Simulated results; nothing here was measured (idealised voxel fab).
Process module name: voxel spacer lines
In the cross-section labelled cut, the width is 265 nm and each square cell is 5 nm.
A cross-section is a grid of square cells, given in bands from the top down. A band is one or more rows of cells. First you get the band's top height and its bottom height, in nm, and then the materials it's made of, left to right, with each width in nm. If you see a single material with "all across", that one covers the band edge to edge. "blank" is empty space. The level at which height equals 0 is the one under which the wafer, as it arrives, is entirely one material. No lower edge exists for the bottom band, which continues downward and is notated as in "0 nm and below". Note: "30..40" means the width goes from the first number (top row of the band) to the second number (bottom row) in equal steps per row of cells. Key: "no modifications" - step with no changed cell in the cross-section. The entry titled "Enclosed cavity list" provides the empty spaces that have no open way to the top, restricted to those of 8 cells or more. Each is presented as width x height at distance, the distance being measured from the left edge, with all three in nm. Anything after a step's settings on that line? It's the simulator's own note about the step. If you see "overlay nm" on a step's line and that step has a mask, it's telling you how far right of where it was planned the mask ended up; a negative number means it went left instead.

### So here's the lineup of process steps we planned
| 1 | RECEIVE with material Si |
| 2 | CONFORMAL_DEP with material Al2O3, thk nm 5 |
| 3 | DIRECTIONAL_DEP with material W, thk nm 20 |
| 4 | DIRECTIONAL_DEP with material polySi, thk nm 25 |
| 5 | PATTERN with tone cover, mask id MANDREL, material resist, width nm 25, pitch nm 80, thk nm 30, overlay nm 0 |
| 6 | DIRECTIONAL_ETCH with etch materials polySi, depth nm 25 |
| 7 | STRIP with etch materials resist |
| 8 | CONFORMAL_DEP with material SiN, thk nm 15 |
| 9 | DIRECTIONAL_ETCH with etch materials SiN, depth nm 15 |
| 10 | STRIP with etch materials polySi |
| 11 | DIRECTIONAL_ETCH with etch materials W, depth nm 20 |
| 12 | STRIP with etch materials SiN |
| 13 | FILL_DEP with material SiO2, thk nm 5 |
| 14 | CMP with height nm 25 |

### The first of a set of two wafers, run to plan

### as received, after step 1
- 0 nm and below: Si all across
- Enclosed cavity list: none

### Once step 2 is through, the wafer looks like this in cross-section
- 5 nm to 0 nm: Al2O3 all across
- Under the height 0 nothing was changed.

### Once step 3 is through, the wafer looks like this in cross-section
- 25 nm to 5 nm: W all across
- Under the height 5 nothing was changed.

### Once step 4 is through, the wafer looks like this in cross-section
- 50 nm to 25 nm: polySi all across
- Under the height 25 nothing was changed.

### Once step 5 is through, the wafer looks like this in cross-section
- 80 nm to 50 nm: 40 blank, 25 resist, 55 blank, 25 resist, 55 blank, 25 resist, 40 blank
- Under the height 50 nothing was changed.

### Once step 6 is through, the wafer looks like this in cross-section
- 80 nm to 50 nm: 40 blank, 25 resist, 55 blank, 25 resist, 55 blank, 25 resist, 40 blank
- 50 nm to 25 nm: 40 blank, 25 polySi, 55 blank, 25 polySi, 55 blank, 25 polySi, 40 blank
- Under the height 25 nothing was changed.

### Once step 7 is through, the wafer looks like this in cross-section
- 50 nm to 25 nm: 40 blank, 25 polySi, 55 blank, 25 polySi, 55 blank, 25 polySi, 40 blank
- Under the height 25 nothing was changed.

### Once step 8 is through, the wafer looks like this in cross-section
- 65 nm to 50 nm: 25 blank, 55 SiN, 25 blank, 55 SiN, 25 blank, 55 SiN, 25 blank
- 50 nm to 40 nm: 25 blank, 15 SiN, 25 polySi, 15 SiN, 25 blank, 15 SiN, 25 polySi, 15 SiN, 25 blank, 15 SiN, 25 polySi, 15 SiN, 25 blank
- 40 nm to 25 nm: 40 SiN, 25 polySi, 55 SiN, 25 polySi, 55 SiN, 25 polySi, 40 SiN
- Under the height 25 nothing was changed.

### Once step 9 is through, the wafer looks like this in cross-section
- 50 nm to 25 nm: 25 blank, 15 SiN, 25 polySi, 15 SiN, 25 blank, 15 SiN, 25 polySi, 15 SiN, 25 blank, 15 SiN, 25 polySi, 15 SiN, 25 blank
- Under the height 25 nothing was changed.

### Once step 10 is through, the wafer looks like this in cross-section
- 50 nm to 25 nm: 25 blank, 15 SiN, 25 blank, 15 SiN, 25 blank, 15 SiN, 25 blank, 15 SiN, 25 blank, 15 SiN, 25 blank, 15 SiN, 25 blank
- Under the height 25 nothing was changed.

### Once step 11 is through, the wafer looks like this in cross-section
- 50 nm to 25 nm: 25 blank, 15 SiN, 25 blank, 15 SiN, 25 blank, 15 SiN, 25 blank, 15 SiN, 25 blank, 15 SiN, 25 blank, 15 SiN, 25 blank
- 25 nm to 5 nm: 25 blank, 15 W, 25 blank, 15 W, 25 blank, 15 W, 25 blank, 15 W, 25 blank, 15 W, 25 blank, 15 W, 25 blank
- Under the height 5 nothing was changed.

### Once step 12 is through, the wafer looks like this in cross-section
- 25 nm to 5 nm: 25 blank, 15 W, 25 blank, 15 W, 25 blank, 15 W, 25 blank, 15 W, 25 blank, 15 W, 25 blank, 15 W, 25 blank
- Under the height 5 nothing was changed.

### Once step 13 is through, the wafer looks like this in cross-section
- 30 nm to 25 nm: SiO2 all across
- 25 nm to 5 nm: 25 SiO2, 15 W, 25 SiO2, 15 W, 25 SiO2, 15 W, 25 SiO2, 15 W, 25 SiO2, 15 W, 25 SiO2, 15 W, 25 SiO2
- Under the height 5 nothing was changed.

### Once step 14 is through, the wafer looks like this in cross-section
- 25 nm to 5 nm: 25 SiO2, 15 W, 25 SiO2, 15 W, 25 SiO2, 15 W, 25 SiO2, 15 W, 25 SiO2, 15 W, 25 SiO2, 15 W, 25 SiO2
- Under the height 5 nothing was changed.

### Second wafer, same starting state and plan as the first, one mistake in the run, identical through step 2

### Cross-sectional view of the second wafer at the intended end time of process step 3
- 20 nm to 5 nm: W all across
- Under the height 5 nothing was changed.

### Cross-sectional view of the second wafer at the intended end time of process step 4
- 45 nm to 20 nm: polySi all across
- Under the height 20 nothing was changed.

### Cross-sectional view of the second wafer at the intended end time of process step 5
- 75 nm to 45 nm: 40 blank, 25 resist, 55 blank, 25 resist, 55 blank, 25 resist, 40 blank
- Under the height 45 nothing was changed.

### Cross-sectional view of the second wafer at the intended end time of process step 6
- 75 nm to 45 nm: 40 blank, 25 resist, 55 blank, 25 resist, 55 blank, 25 resist, 40 blank
- 45 nm to 20 nm: 40 blank, 25 polySi, 55 blank, 25 polySi, 55 blank, 25 polySi, 40 blank
- Under the height 20 nothing was changed.

### Cross-sectional view of the second wafer at the intended end time of process step 7
- 45 nm to 20 nm: 40 blank, 25 polySi, 55 blank, 25 polySi, 55 blank, 25 polySi, 40 blank
- Under the height 20 nothing was changed.

### Cross-sectional view of the second wafer at the intended end time of process step 8
- 60 nm to 45 nm: 25 blank, 55 SiN, 25 blank, 55 SiN, 25 blank, 55 SiN, 25 blank
- 45 nm to 35 nm: 25 blank, 15 SiN, 25 polySi, 15 SiN, 25 blank, 15 SiN, 25 polySi, 15 SiN, 25 blank, 15 SiN, 25 polySi, 15 SiN, 25 blank
- 35 nm to 20 nm: 40 SiN, 25 polySi, 55 SiN, 25 polySi, 55 SiN, 25 polySi, 40 SiN
- Under the height 20 nothing was changed.

### Cross-sectional view of the second wafer at the intended end time of process step 9
- 45 nm to 20 nm: 25 blank, 15 SiN, 25 polySi, 15 SiN, 25 blank, 15 SiN, 25 polySi, 15 SiN, 25 blank, 15 SiN, 25 polySi, 15 SiN, 25 blank
- Under the height 20 nothing was changed.

### Cross-sectional view of the second wafer at the intended end time of process step 10
- 45 nm to 20 nm: 25 blank, 15 SiN, 25 blank, 15 SiN, 25 blank, 15 SiN, 25 blank, 15 SiN, 25 blank, 15 SiN, 25 blank, 15 SiN, 25 blank
- Under the height 20 nothing was changed.

### Cross-sectional view of the second wafer at the intended end time of process step 11
- 45 nm to 20 nm: 25 blank, 15 SiN, 25 blank, 15 SiN, 25 blank, 15 SiN, 25 blank, 15 SiN, 25 blank, 15 SiN, 25 blank, 15 SiN, 25 blank
- 20 nm to 5 nm: 25 blank, 15 W, 25 blank, 15 W, 25 blank, 15 W, 25 blank, 15 W, 25 blank, 15 W, 25 blank, 15 W, 25 blank
- Under the height 5 nothing was changed.

### Cross-sectional view of the second wafer at the intended end time of process step 12
- 20 nm to 5 nm: 25 blank, 15 W, 25 blank, 15 W, 25 blank, 15 W, 25 blank, 15 W, 25 blank, 15 W, 25 blank, 15 W, 25 blank
- Under the height 5 nothing was changed.

### Cross-sectional view of the second wafer at the intended end time of process step 13
- 25 nm to 20 nm: SiO2 all across
- 20 nm to 5 nm: 25 SiO2, 15 W, 25 SiO2, 15 W, 25 SiO2, 15 W, 25 SiO2, 15 W, 25 SiO2, 15 W, 25 SiO2, 15 W, 25 SiO2
- Under the height 5 nothing was changed.

Cross-sectional view of the second wafer at the intended end time of process step 14: no modifications
Heads up, the wafer didn't run the way we planned it: off-plan run, step 3, actual operation and settings DIRECTIONAL_DEP with material W, thk nm 15
Bottom line after processing is that, in cells, the second wafer is up or down on some materials versus the first: 18 more of SiO2, 18 fewer of W
